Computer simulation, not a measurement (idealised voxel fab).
Presented below is a process module, voxel local oxidation.
Pictured: cross-section cut, 210 nm wide, on a grid of 5 nm square cells.
Each cross-section below is a grid of square cells, stated as bands in top-down order, with one or more rows of cells making up each band.
Basically the band line says how high the top is and how high the bottom is, in nm, and then what's in it from left to right, every material with its width in nm. Empty space shows up as "empty", and if a single material carries "edge to edge" it runs the full band edge to edge.
A quick word on heights: they are counted from 0, and under that level the wafer as it came to us is one material throughout. The lowest band is different from the rest in having no bottom; it simply continues downward, written as in "0..down".
Top row gets the first number, bottom row gets the second, and each row in between changes by the same step: that is how a band width like "30->40" works.
When a step is marked "remained the same", none of the cells in the cross-section changed during that step.
Heads up: "Closed internal voids" only lists the empty pockets with no open path to the top that are 8 cells or more, and it writes them as width x height at distance, distance from the left edge, in nm.
That trailing text on a step's line, after the settings, is the simulator's own remark on the step.
A step's line can hold "overlay nm"; with a mask on that step, the setting says how far right of the planned place the mask lay, while a negative setting says it lay to the left.
So the way this works: pairs, before and after one process step. The after picture only goes down to the lowest band that actually changed, nothing below. Step and its settings are under each pair. And watch out, pairs might come from different runs of this module, same starting wafer though, so a pair only follows on from the one above if its "Pre-step view" entry tells you so.

Pre-step view
	0..down = Si edge to edge
	Closed internal voids: none

After the Step
	0..-5 = SiO2 edge to edge
	Heights below -5 show no change.
	Closed internal voids: none
Transition step, before and after shown above: op OXIDIZE | depth nm 5

Pre-step view: This step starts from the configuration shown after the step in the pair immediately above.

After the Step
	10..0 = SiN edge to edge
	Heights below 0 show no change.
	Closed internal voids: none
Transition step, before and after shown above: op CONFORMAL_DEP | material SiN | thk nm 10

Pre-step view: This step starts from the configuration shown after the step in the pair immediately above.

After the Step
	25..10 = aC edge to edge
	Heights below 10 show no change.
	Closed internal voids: none
Transition step, before and after shown above: op DIRECTIONAL_DEP | material aC | thk nm 15

Pre-step view: This step starts from the configuration shown after the step in the pair immediately above.

After the Step
	55..25 = empty: 60, resist: 90, empty: 60
	Heights below 25 show no change.
	Closed internal voids: none
Transition step, before and after shown above: op PATTERN | tone cover | mask id ACTIVE | material resist | width nm 90 | thk nm 30 | overlay nm 0

Pre-step view: This step starts from the configuration shown after the step in the pair immediately above.

After the Step
	40..25 = empty: 60, resist: 90, empty: 60
	25..10 = empty: 60, aC: 90, empty: 60
	Heights below 10 show no change.
	Closed internal voids: none
Transition step, before and after shown above: op DIRECTIONAL_ETCH | etch materials aC | depth nm 15

Pre-step view: This step starts from the configuration shown after the step in the pair immediately above.

After the Step
	25..10 = empty: 60, aC: 90, empty: 60
	Heights below 10 show no change.
	Closed internal voids: none
Transition step, before and after shown above: op STRIP | etch materials resist

Pre-step view: This step starts from the configuration shown after the step in the pair immediately above.

After the Step
	25..10 = empty: 60, aC: 90, empty: 60
	10..0 = empty: 60, SiN: 90, empty: 60
	Heights below 0 show no change.
	Closed internal voids: none
Transition step, before and after shown above: op DIRECTIONAL_ETCH | etch materials SiN | depth nm 10

Pre-step view: This step starts from the configuration shown after the step in the pair immediately above.

After the Step
	10..0 = empty: 60, SiN: 90, empty: 60
	Heights below 0 show no change.
	Closed internal voids: none
Transition step, before and after shown above: op STRIP | etch materials aC

Pre-step view: This step starts from the configuration shown after the step in the pair immediately above.

After the Step
	10..0 = empty: 60, SiN: 90, empty: 60
	0..-5 = empty: 65, SiO2: 80, empty: 65
	Heights below -5 show no change.
	Closed internal voids: none
Transition step, before and after shown above: op SELECTIVE_ETCH | etch materials SiO2 | depth nm 5

Pre-step view: This step starts from the configuration shown after the step in the pair immediately above.

After the Step
	10..0 = empty: 60, SiN: 90, empty: 60
	0..-5 = empty: 65, SiO2: 80, empty: 65
	-5..-20 = SiO2: 80, Si: 50, SiO2: 80
	Heights below -20 show no change.
	Closed internal voids: none
Transition step, before and after shown above: op OXIDIZE | depth nm 15

Pre-step view: This step starts from the configuration shown after the step in the pair immediately above.

After the Step
	0..-5 = empty: 65, SiO2: 80, empty: 65
	Heights below -5 show no change.
	Closed internal voids: none
Transition step, before and after shown above: op STRIP | etch materials SiN

Pre-step view
	40..25 = empty: 60, resist: 90, empty: 60
	25..10 = empty: 60, aC: 90, empty: 60
	10..0 = SiN edge to edge
	0..-5 = SiO2 edge to edge
	-5..down = Si edge to edge
	Closed internal voids: none

After the Step
	40..25 = empty: 60, resist: 90, empty: 60
	25..10 = empty: 60, aC: 90, empty: 60
	10..0 = empty: 60, SiN: 90, empty: 60
	Heights below 0 show no change.
	Closed internal voids: none
Transition step, before and after shown above: op DIRECTIONAL_ETCH | etch materials SiN | depth nm 10

Pre-step view: This step starts from the configuration shown after the step in the pair immediately above.

After the Step
	10..0 = empty: 60, SiN: 90, empty: 60
	Heights below 0 show no change.
	Closed internal voids: none
Transition step, before and after shown above: op STRIP | etch materials aC

Pre-step view
	25..10 = empty: 60, aC: 90, empty: 60
	10..0 = empty: 60, SiN: 90, empty: 60
	0..-5 = SiO2 edge to edge
	-5..down = Si edge to edge
	Closed internal voids: none

After the Step
	25..10 = empty: 60, aC: 90, empty: 60
	10..0 = empty: 60, SiN: 90, empty: 60
	0..-5 = empty: 65, SiO2: 80, empty: 65
	Heights below -5 show no change.
	Closed internal voids: none
Transition step, before and after shown above: op SELECTIVE_ETCH | etch materials SiO2 | depth nm 5

Pre-step view: This step starts from the configuration shown after the step in the pair immediately above.

After the Step
	10..0 = empty: 60, SiN: 90, empty: 60
	Heights below 0 show no change.
	Closed internal voids: none
Transition step, before and after shown above: op STRIP | etch materials aC

Pre-step view: This step starts from the configuration shown after the step in the pair immediately above.

After the Step
	10..0 = empty: 60, SiN: 90, empty: 60
	0..-5 = empty: 65, SiO2: 80, empty: 65
	-5..-30 = SiO2: 90, Si: 30, SiO2: 90
	Heights below -30 show no change.
	Closed internal voids: none
Transition step, before and after shown above: op OXIDIZE | depth nm 25

Pre-step view: This step starts from the configuration shown after the step in the pair immediately above.

After the Step
	0..-5 = empty: 65, SiO2: 80, empty: 65
	Heights below -5 show no change.
	Closed internal voids: none
Transition step, before and after shown above: op STRIP | etch materials SiN

Pre-step view
	25..10 = aC edge to edge
	10..0 = SiN edge to edge
	0..-5 = SiO2 edge to edge
	-5..down = Si edge to edge
	Closed internal voids: none

After the Step
	55..25 = empty: 55, resist: 100, empty: 55
	Heights below 25 show no change.
	Closed internal voids: none
Transition step, before and after shown above: op PATTERN | tone cover | mask id ACTIVE | material resist | width nm 100 | thk nm 30 | overlay nm 0

Pre-step view: This step starts from the configuration shown after the step in the pair immediately above.

After the Step
	40..25 = empty: 55, resist: 100, empty: 55
	25..10 = empty: 55, aC: 100, empty: 55
	Heights below 10 show no change.
	Closed internal voids: none
Transition step, before and after shown above: op DIRECTIONAL_ETCH | etch materials aC | depth nm 15

Pre-step view: This step starts from the configuration shown after the step in the pair immediately above.

After the Step
	25..10 = empty: 55, aC: 100, empty: 55
	Heights below 10 show no change.
	Closed internal voids: none
Transition step, before and after shown above: op STRIP | etch materials resist

Pre-step view: This step starts from the configuration shown after the step in the pair immediately above.

After the Step
	25..10 = empty: 55, aC: 100, empty: 55
	10..0 = empty: 55, SiN: 100, empty: 55
	Heights below 0 show no change.
	Closed internal voids: none
Transition step, before and after shown above: op DIRECTIONAL_ETCH | etch materials SiN | depth nm 10

Pre-step view: This step starts from the configuration shown after the step in the pair immediately above.

After the Step
	10..0 = empty: 55, SiN: 100, empty: 55
	Heights below 0 show no change.
	Closed internal voids: none
Transition step, before and after shown above: op STRIP | etch materials aC

Pre-step view: This step starts from the configuration shown after the step in the pair immediately above.

After the Step
	10..0 = empty: 55, SiN: 100, empty: 55
	0..-5 = empty: 60, SiO2: 90, empty: 60
	Heights below -5 show no change.
	Closed internal voids: none
Transition step, before and after shown above: op SELECTIVE_ETCH | etch materials SiO2 | depth nm 5

Pre-step view: This step starts from the configuration shown after the step in the pair immediately above.

After the Step
	10..0 = empty: 55, SiN: 100, empty: 55
	0..-5 = empty: 60, SiO2: 90, empty: 60
	-5..-20 = SiO2: 75, Si: 60, SiO2: 75
	Heights below -20 show no change.
	Closed internal voids: none
Transition step, before and after shown above: op OXIDIZE | depth nm 15

Pre-step view: This step starts from the configuration shown after the step in the pair immediately above.

After the Step
	0..-5 = empty: 60, SiO2: 90, empty: 60
	Heights below -5 show no change.
	Closed internal voids: none
Transition step, before and after shown above: op STRIP | etch materials SiN

Pre-step view
	25..10 = aC edge to edge
	10..0 = SiN edge to edge
	0..-5 = SiO2 edge to edge
	-5..down = Si edge to edge
	Closed internal voids: none

After the Step
	55..25 = empty: 55, resist: 90, empty: 65
	Heights below 25 show no change.
	Closed internal voids: none
Transition step, before and after shown above: op PATTERN | tone cover | mask id ACTIVE | material resist | width nm 90 | thk nm 30 | overlay nm -5

Pre-step view: This step starts from the configuration shown after the step in the pair immediately above.

After the Step
	40..25 = empty: 55, resist: 90, empty: 65
	25..10 = empty: 55, aC: 90, empty: 65
	Heights below 10 show no change.
	Closed internal voids: none
Transition step, before and after shown above: op DIRECTIONAL_ETCH | etch materials aC | depth nm 15

Pre-step view: This step starts from the configuration shown after the step in the pair immediately above.

After the Step
	25..10 = empty: 55, aC: 90, empty: 65
	Heights below 10 show no change.
	Closed internal voids: none
Transition step, before and after shown above: op STRIP | etch materials resist

Pre-step view: This step starts from the configuration shown after the step in the pair immediately above.

After the Step
	25..10 = empty: 55, aC: 90, empty: 65
	10..0 = empty: 55, SiN: 90, empty: 65
	Heights below 0 show no change.
	Closed internal voids: none
Transition step, before and after shown above: op DIRECTIONAL_ETCH | etch materials SiN | depth nm 10

Pre-step view: This step starts from the configuration shown after the step in the pair immediately above.

After the Step
	10..0 = empty: 55, SiN: 90, empty: 65
	Heights below 0 show no change.
	Closed internal voids: none
Transition step, before and after shown above: op STRIP | etch materials aC

Pre-step view: This step starts from the configuration shown after the step in the pair immediately above.

After the Step
	10..0 = empty: 55, SiN: 90, empty: 65
	0..-5 = empty: 60, SiO2: 80, empty: 70
	Heights below -5 show no change.
	Closed internal voids: none
Transition step, before and after shown above: op SELECTIVE_ETCH | etch materials SiO2 | depth nm 5

Pre-step view: This step starts from the configuration shown after the step in the pair immediately above.

After the Step
	10..0 = empty: 55, SiN: 90, empty: 65
	0..-5 = empty: 60, SiO2: 80, empty: 70
	-5..-20 = SiO2: 75, Si: 50, SiO2: 85
	Heights below -20 show no change.
	Closed internal voids: none
Transition step, before and after shown above: op OXIDIZE | depth nm 15

Pre-step view: This step starts from the configuration shown after the step in the pair immediately above.

After the Step
	0..-5 = empty: 60, SiO2: 80, empty: 70
	Heights below -5 show no change.
	Closed internal voids: none
Transition step, before and after shown above: op STRIP | etch materials SiN

Pre-step view
	0..-5 = SiO2 edge to edge
	-5..down = Si edge to edge
	Closed internal voids: none

After the Step
	10..-5 = SiO2 edge to edge
	Heights below -5 show no change.
	Closed internal voids: none
Transition step, before and after shown above: op CONFORMAL_DEP | material SiO2 | thk nm 10

Pre-step view: This step starts from the configuration shown after the step in the pair immediately above.

After the Step
	25..10 = aC edge to edge
	Heights below 10 show no change.
	Closed internal voids: none
Transition step, before and after shown above: op DIRECTIONAL_DEP | material aC | thk nm 15

Pre-step view: This step starts from the configuration shown after the step in the pair immediately above.

After the Step
	55..25 = empty: 60, resist: 90, empty: 60
	Heights below 25 show no change.
	Closed internal voids: none
Transition step, before and after shown above: op PATTERN | tone cover | mask id ACTIVE | material resist | width nm 90 | thk nm 30 | overlay nm 0

Pre-step view: This step starts from the configuration shown after the step in the pair immediately above.

After the Step
	40..25 = empty: 60, resist: 90, empty: 60
	25..10 = empty: 60, aC: 90, empty: 60
	Heights below 10 show no change.
	Closed internal voids: none
Transition step, before and after shown above: op DIRECTIONAL_ETCH | etch materials aC | depth nm 15

Pre-step view: This step starts from the configuration shown after the step in the pair immediately above.

After the Step
	25..10 = empty: 60, aC: 90, empty: 60
	Heights below 10 show no change.
	Closed internal voids: none
Transition step, before and after shown above: op STRIP | etch materials resist

Pre-step view: This step starts from the configuration shown after the step in the pair immediately above.

After the Step
	10..-5 = SiO2 edge to edge
	Heights below -5 show no change.
	Closed internal voids: none
Transition step, before and after shown above: op STRIP | etch materials aC

Pre-step view: This step starts from the configuration shown after the step in the pair immediately above.

After the Step
	5..-5 = SiO2 edge to edge
	Heights below -5 show no change.
	Closed internal voids: none
Transition step, before and after shown above: op SELECTIVE_ETCH | etch materials SiO2 | depth nm 5

Pre-step view
	25..10 = aC edge to edge
	10..0 = SiN edge to edge
	0..-5 = SiO2 edge to edge
	-5..down = Si edge to edge
	Closed internal voids: none

After the Step
	55..25 = resist: 60, empty: 90, resist: 60
	Heights below 25 show no change.
	Closed internal voids: none
Transition step, before and after shown above: op PATTERN | tone open | mask id ACTIVE | material resist | width nm 90 | thk nm 30 | overlay nm 0

Pre-step view: This step starts from the configuration shown after the step in the pair immediately above.

After the Step
	40..25 = resist: 60, empty: 90, resist: 60
	25..10 = aC: 60, empty: 90, aC: 60
	Heights below 10 show no change.
	Closed internal voids: none
Transition step, before and after shown above: op DIRECTIONAL_ETCH | etch materials aC | depth nm 15

Pre-step view: This step starts from the configuration shown after the step in the pair immediately above.

After the Step
	25..10 = aC: 60, empty: 90, aC: 60
	Heights below 10 show no change.
	Closed internal voids: none
Transition step, before and after shown above: op STRIP | etch materials resist

Pre-step view: This step starts from the configuration shown after the step in the pair immediately above.

After the Step
	25..10 = aC: 60, empty: 90, aC: 60
	10..0 = SiN: 60, empty: 90, SiN: 60
	Heights below 0 show no change.
	Closed internal voids: none
Transition step, before and after shown above: op DIRECTIONAL_ETCH | etch materials SiN | depth nm 10

Pre-step view: This step starts from the configuration shown after the step in the pair immediately above.

After the Step
	10..0 = SiN: 60, empty: 90, SiN: 60
	Heights below 0 show no change.
	Closed internal voids: none
Transition step, before and after shown above: op STRIP | etch materials aC

Pre-step view: This step starts from the configuration shown after the step in the pair immediately above.

After the Step
	10..0 = SiN: 60, empty: 90, SiN: 60
	0..-5 = SiO2: 55, empty: 100, SiO2: 55
	Heights below -5 show no change.
	Closed internal voids: none
Transition step, before and after shown above: op SELECTIVE_ETCH | etch materials SiO2 | depth nm 5

Pre-step view: This step starts from the configuration shown after the step in the pair immediately above.

After the Step
	10..0 = SiN: 60, empty: 90, SiN: 60
	0..-5 = SiO2: 55, empty: 100, SiO2: 55
	-5..-20 = Si: 40, SiO2: 130, Si: 40
	Heights below -20 show no change.
	Closed internal voids: none
Transition step, before and after shown above: op OXIDIZE | depth nm 15

Pre-step view: This step starts from the configuration shown after the step in the pair immediately above.

After the Step
	0..-5 = SiO2: 55, empty: 100, SiO2: 55
	Heights below -5 show no change.
	Closed internal voids: none
Transition step, before and after shown above: op STRIP | etch materials SiN
